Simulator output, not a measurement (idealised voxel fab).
The name of this process module is voxel self aligned contacts.
The cross-section on display is named cut; it measures 200 nm wide, and its cells are 5 nm squares.
Think of the cross-section as a grid of square cells. We describe it in bands, top to bottom, and each band covers one or more rows of those cells.
Heads up on the band format: heights come first, top then bottom, in nm. After that it's the materials left to right, each with its width in nm. A single material flagged "throughout" fills the whole band edge to edge, and "blank" means there's empty space there.
The level at which height equals 0 is the one under which the wafer, as it arrives, is entirely one material. No lower edge exists for the bottom band, which continues downward and is notated as in "0..down".
A two-number width, for instance "30 to 40", indicates that the width is equal to the first number in the top row of the band and to the second number in the bottom row, and that it changes by a constant amount per row of cells.
Step note "no change" = no cross-section cell changed.
The entry titled "Entrapped void list" provides the empty spaces that have no open way to the top, restricted to those of 8 cells or more. Each is presented as width x height at distance, the distance being measured from the left edge, with all three in nm.
Whatever follows a step's settings on its line is a remark the simulator itself makes about that step.
"overlay nm" denotes, for a step that has a mask, the displacement of the mask to the right of its planned place, with negative values corresponding to the left.
-- Here's what the planned process steps look like
1) RECEIVE, material Si
2) OXIDIZE, depth nm 5
3) DIRECTIONAL_DEP, material polySi, thk nm 20
4) DIRECTIONAL_DEP, material SiN, thk nm 25
5) PATTERN, tone cover, mask id GATE, material resist, width nm 30, pitch nm 70, thk nm 20, overlay nm 0
6) DIRECTIONAL_ETCH, etch materials SiN, depth nm 25
7) DIRECTIONAL_ETCH, etch materials polySi, depth nm 20
8) STRIP, etch materials resist
9) CONFORMAL_DEP, material SiN, thk nm 10
10) DIRECTIONAL_ETCH, etch materials SiN, depth nm 10
11) FILL_DEP, material SiO2, thk nm 15
12) CMP, height nm 50
13) MASKED_ETCH, tone open, mask id CONTACT, width nm 50, pitch nm 70, etch materials SiO2, depth nm 55, overlay nm 0
14) CONFORMAL_DEP, material TiN, thk nm 5
15) FILL_DEP, material W, thk nm 5
16) CMP, height nm 50
17) CONFORMAL_DEP, material SiCN, thk nm 5
-- Run as planned: first of two wafers
-- Wafer cross-section on receipt, i.e. after step 1
    0..down = Si throughout
    Entrapped void list: none
-- Wafer section view after processing step 2
    0..-5 = SiO2 throughout
    Everything under -5 stays put, no change at all.
-- Wafer section view after processing step 3
    20..0 = polySi throughout
    Everything under 0 stays put, no change at all.
-- Wafer section view after processing step 4
    45..20 = SiN throughout
    Everything under 20 stays put, no change at all.
-- Wafer section view after processing step 5
    65..45 = blank 15 nm | resist 30 nm | blank 40 nm | resist 30 nm | blank 40 nm | resist 30 nm | blank 15 nm
    Everything under 45 stays put, no change at all.
-- Wafer section view after processing step 6
    65..45 = blank 15 nm | resist 30 nm | blank 40 nm | resist 30 nm | blank 40 nm | resist 30 nm | blank 15 nm
    45..20 = blank 15 nm | SiN 30 nm | blank 40 nm | SiN 30 nm | blank 40 nm | SiN 30 nm | blank 15 nm
    Everything under 20 stays put, no change at all.
-- Wafer section view after processing step 7
    65..45 = blank 15 nm | resist 30 nm | blank 40 nm | resist 30 nm | blank 40 nm | resist 30 nm | blank 15 nm
    45..20 = blank 15 nm | SiN 30 nm | blank 40 nm | SiN 30 nm | blank 40 nm | SiN 30 nm | blank 15 nm
    20..0 = blank 15 nm | polySi 30 nm | blank 40 nm | polySi 30 nm | blank 40 nm | polySi 30 nm | blank 15 nm
    Everything under 0 stays put, no change at all.
-- Wafer section view after processing step 8
    45..20 = blank 15 nm | SiN 30 nm | blank 40 nm | SiN 30 nm | blank 40 nm | SiN 30 nm | blank 15 nm
    Everything under 20 stays put, no change at all.
-- Wafer section view after processing step 9
    55..20 = blank 5 nm | SiN 50 nm | blank 20 nm | SiN 50 nm | blank 20 nm | SiN 50 nm | blank 5 nm
    20..10 = blank 5 nm | SiN 10 nm | polySi 30 nm | SiN 10 nm | blank 20 nm | SiN 10 nm | polySi 30 nm | SiN 10 nm | blank 20 nm | SiN 10 nm | polySi 30 nm | SiN 10 nm | blank 5 nm
    10..0 = SiN 15 nm | polySi 30 nm | SiN 40 nm | polySi 30 nm | SiN 40 nm | polySi 30 nm | SiN 15 nm
    Everything under 0 stays put, no change at all.
-- Wafer section view after processing step 10
    45..20 = blank 5 nm | SiN 50 nm | blank 20 nm | SiN 50 nm | blank 20 nm | SiN 50 nm | blank 5 nm
    20..0 = blank 5 nm | SiN 10 nm | polySi 30 nm | SiN 10 nm | blank 20 nm | SiN 10 nm | polySi 30 nm | SiN 10 nm | blank 20 nm | SiN 10 nm | polySi 30 nm | SiN 10 nm | blank 5 nm
    Everything under 0 stays put, no change at all.
-- Wafer section view after processing step 11
    60..45 = SiO2 throughout
    45..20 = SiO2 5 nm | SiN 50 nm | SiO2 20 nm | SiN 50 nm | SiO2 20 nm | SiN 50 nm | SiO2 5 nm
    20..0 = SiO2 5 nm | SiN 10 nm | polySi 30 nm | SiN 10 nm | SiO2 20 nm | SiN 10 nm | polySi 30 nm | SiN 10 nm | SiO2 20 nm | SiN 10 nm | polySi 30 nm | SiN 10 nm | SiO2 5 nm
    Everything under 0 stays put, no change at all.
-- Wafer section view after processing step 12
    50..45 = SiO2 throughout
    Everything under 45 stays put, no change at all.
-- Wafer section view after processing step 13
    50..45 = SiO2 40 nm | blank 50 nm | SiO2 20 nm | blank 50 nm | SiO2 40 nm
    45..20 = SiO2 5 nm | SiN 50 nm | blank 20 nm | SiN 50 nm | blank 20 nm | SiN 50 nm | SiO2 5 nm
    20..0 = SiO2 5 nm | SiN 10 nm | polySi 30 nm | SiN 10 nm | blank 20 nm | SiN 10 nm | polySi 30 nm | SiN 10 nm | blank 20 nm | SiN 10 nm | polySi 30 nm | SiN 10 nm | SiO2 5 nm
    0..-5 = SiO2 55 nm | blank 20 nm | SiO2 50 nm | blank 20 nm | SiO2 55 nm
    Everything under -5 stays put, no change at all.
-- Wafer section view after processing step 14
    55..50 = TiN 45 nm | blank 40 nm | TiN 30 nm | blank 40 nm | TiN 45 nm
    50..45 = SiO2 40 nm | TiN 20 nm | blank 10 nm | TiN 20 nm | SiO2 20 nm | TiN 20 nm | blank 10 nm | TiN 20 nm | SiO2 40 nm
    45..20 = SiO2 5 nm | SiN 50 nm | TiN 5 nm | blank 10 nm | TiN 5 nm | SiN 50 nm | TiN 5 nm | blank 10 nm | TiN 5 nm | SiN 50 nm | SiO2 5 nm
    20..0 = SiO2 5 nm | SiN 10 nm | polySi 30 nm | SiN 10 nm | TiN 5 nm | blank 10 nm | TiN 5 nm | SiN 10 nm | polySi 30 nm | SiN 10 nm | TiN 5 nm | blank 10 nm | TiN 5 nm | SiN 10 nm | polySi 30 nm | SiN 10 nm | SiO2 5 nm
    0..-5 = SiO2 55 nm | TiN 20 nm | SiO2 50 nm | TiN 20 nm | SiO2 55 nm
    Everything under -5 stays put, no change at all.
-- Wafer section view after processing step 15
    60..55 = W throughout
    55..50 = TiN 45 nm | W 40 nm | TiN 30 nm | W 40 nm | TiN 45 nm
    50..45 = SiO2 40 nm | TiN 20 nm | W 10 nm | TiN 20 nm | SiO2 20 nm | TiN 20 nm | W 10 nm | TiN 20 nm | SiO2 40 nm
    45..20 = SiO2 5 nm | SiN 50 nm | TiN 5 nm | W 10 nm | TiN 5 nm | SiN 50 nm | TiN 5 nm | W 10 nm | TiN 5 nm | SiN 50 nm | SiO2 5 nm
    20..0 = SiO2 5 nm | SiN 10 nm | polySi 30 nm | SiN 10 nm | TiN 5 nm | W 10 nm | TiN 5 nm | SiN 10 nm | polySi 30 nm | SiN 10 nm | TiN 5 nm | W 10 nm | TiN 5 nm | SiN 10 nm | polySi 30 nm | SiN 10 nm | SiO2 5 nm
    Everything under 0 stays put, no change at all.
-- Wafer section view after processing step 16
    50..45 = SiO2 40 nm | TiN 20 nm | W 10 nm | TiN 20 nm | SiO2 20 nm | TiN 20 nm | W 10 nm | TiN 20 nm | SiO2 40 nm
    Everything under 45 stays put, no change at all.
-- Wafer section view after processing step 17
    55..50 = SiCN throughout
    Everything under 50 stays put, no change at all.
-- Okay, second wafer. Nothing different at the start, nothing different in the plan, just one mistake somewhere in the running. As far as step 2, counting that step, it's the first wafer all over again
-- Second wafer, cross-section, planned end of step 3
    25..0 = SiN throughout
    Everything under 0 stays put, no change at all.
-- Second wafer, cross-section, planned end of step 4
    45..25 = polySi throughout
    Everything under 25 stays put, no change at all.
-- Second wafer, cross-section, planned end of step 5
    65..45 = blank 15 nm | resist 30 nm | blank 40 nm | resist 30 nm | blank 40 nm | resist 30 nm | blank 15 nm
    Everything under 45 stays put, no change at all.
Second wafer, cross-section, planned end of step 6: no change
-- Second wafer, cross-section, planned end of step 7
    65..45 = blank 15 nm | resist 30 nm | blank 40 nm | resist 30 nm | blank 40 nm | resist 30 nm | blank 15 nm
    45..25 = blank 15 nm | polySi 30 nm | blank 40 nm | polySi 30 nm | blank 40 nm | polySi 30 nm | blank 15 nm
    Everything under 25 stays put, no change at all.
-- Second wafer, cross-section, planned end of step 8
    45..25 = blank 15 nm | polySi 30 nm | blank 40 nm | polySi 30 nm | blank 40 nm | polySi 30 nm | blank 15 nm
    Everything under 25 stays put, no change at all.
-- Second wafer, cross-section, planned end of step 9
    55..45 = blank 5 nm | SiN 50 nm | blank 20 nm | SiN 50 nm | blank 20 nm | SiN 50 nm | blank 5 nm
    45..35 = blank 5 nm | SiN 10 nm | polySi 30 nm | SiN 10 nm | blank 20 nm | SiN 10 nm | polySi 30 nm | SiN 10 nm | blank 20 nm | SiN 10 nm | polySi 30 nm | SiN 10 nm | blank 5 nm
    35..25 = SiN 15 nm | polySi 30 nm | SiN 40 nm | polySi 30 nm | SiN 40 nm | polySi 30 nm | SiN 15 nm
    Everything under 25 stays put, no change at all.
-- Second wafer, cross-section, planned end of step 10
    45..25 = blank 5 nm | SiN 10 nm | polySi 30 nm | SiN 10 nm | blank 20 nm | SiN 10 nm | polySi 30 nm | SiN 10 nm | blank 20 nm | SiN 10 nm | polySi 30 nm | SiN 10 nm | blank 5 nm
    Everything under 25 stays put, no change at all.
-- Second wafer, cross-section, planned end of step 11
    60..45 = SiO2 throughout
    45..25 = SiO2 5 nm | SiN 10 nm | polySi 30 nm | SiN 10 nm | SiO2 20 nm | SiN 10 nm | polySi 30 nm | SiN 10 nm | SiO2 20 nm | SiN 10 nm | polySi 30 nm | SiN 10 nm | SiO2 5 nm
    Everything under 25 stays put, no change at all.
-- Second wafer, cross-section, planned end of step 12
    50..45 = SiO2 throughout
    Everything under 45 stays put, no change at all.
-- Second wafer, cross-section, planned end of step 13
    50..45 = SiO2 40 nm | blank 50 nm | SiO2 20 nm | blank 50 nm | SiO2 40 nm
    45..25 = SiO2 5 nm | SiN 10 nm | polySi 30 nm | SiN 10 nm | blank 20 nm | SiN 10 nm | polySi 30 nm | SiN 10 nm | blank 20 nm | SiN 10 nm | polySi 30 nm | SiN 10 nm | SiO2 5 nm
    Everything under 25 stays put, no change at all.
-- Second wafer, cross-section, planned end of step 14
    55..50 = TiN 45 nm | blank 40 nm | TiN 30 nm | blank 40 nm | TiN 45 nm
    50..45 = SiO2 40 nm | TiN 20 nm | blank 10 nm | TiN 20 nm | SiO2 20 nm | TiN 20 nm | blank 10 nm | TiN 20 nm | SiO2 40 nm
    45..30 = SiO2 5 nm | SiN 10 nm | polySi 30 nm | SiN 10 nm | TiN 5 nm | blank 10 nm | TiN 5 nm | SiN 10 nm | polySi 30 nm | SiN 10 nm | TiN 5 nm | blank 10 nm | TiN 5 nm | SiN 10 nm | polySi 30 nm | SiN 10 nm | SiO2 5 nm
    30..25 = SiO2 5 nm | SiN 10 nm | polySi 30 nm | SiN 10 nm | TiN 20 nm | SiN 10 nm | polySi 30 nm | SiN 10 nm | TiN 20 nm | SiN 10 nm | polySi 30 nm | SiN 10 nm | SiO2 5 nm
    Everything under 25 stays put, no change at all.
-- Second wafer, cross-section, planned end of step 15
    60..55 = W throughout
    55..50 = TiN 45 nm | W 40 nm | TiN 30 nm | W 40 nm | TiN 45 nm
    50..45 = SiO2 40 nm | TiN 20 nm | W 10 nm | TiN 20 nm | SiO2 20 nm | TiN 20 nm | W 10 nm | TiN 20 nm | SiO2 40 nm
    45..30 = SiO2 5 nm | SiN 10 nm | polySi 30 nm | SiN 10 nm | TiN 5 nm | W 10 nm | TiN 5 nm | SiN 10 nm | polySi 30 nm | SiN 10 nm | TiN 5 nm | W 10 nm | TiN 5 nm | SiN 10 nm | polySi 30 nm | SiN 10 nm | SiO2 5 nm
    Everything under 30 stays put, no change at all.
-- Second wafer, cross-section, planned end of step 16
    50..45 = SiO2 40 nm | TiN 20 nm | W 10 nm | TiN 20 nm | SiO2 20 nm | TiN 20 nm | W 10 nm | TiN 20 nm | SiO2 40 nm
    Everything under 45 stays put, no change at all.
-- Second wafer, cross-section, planned end of step 17
    55..50 = SiCN throughout
    Everything under 50 stays put, no change at all.
Plan not followed: step 3 ran in the slot meant for step 4, and vice versa
Once processing is complete, comparing cell counts shows that the second wafer has more or fewer of certain materials than the first: 50 more of SiN, 2 fewer of SiO2, 24 fewer of TiN, 24 fewer of W
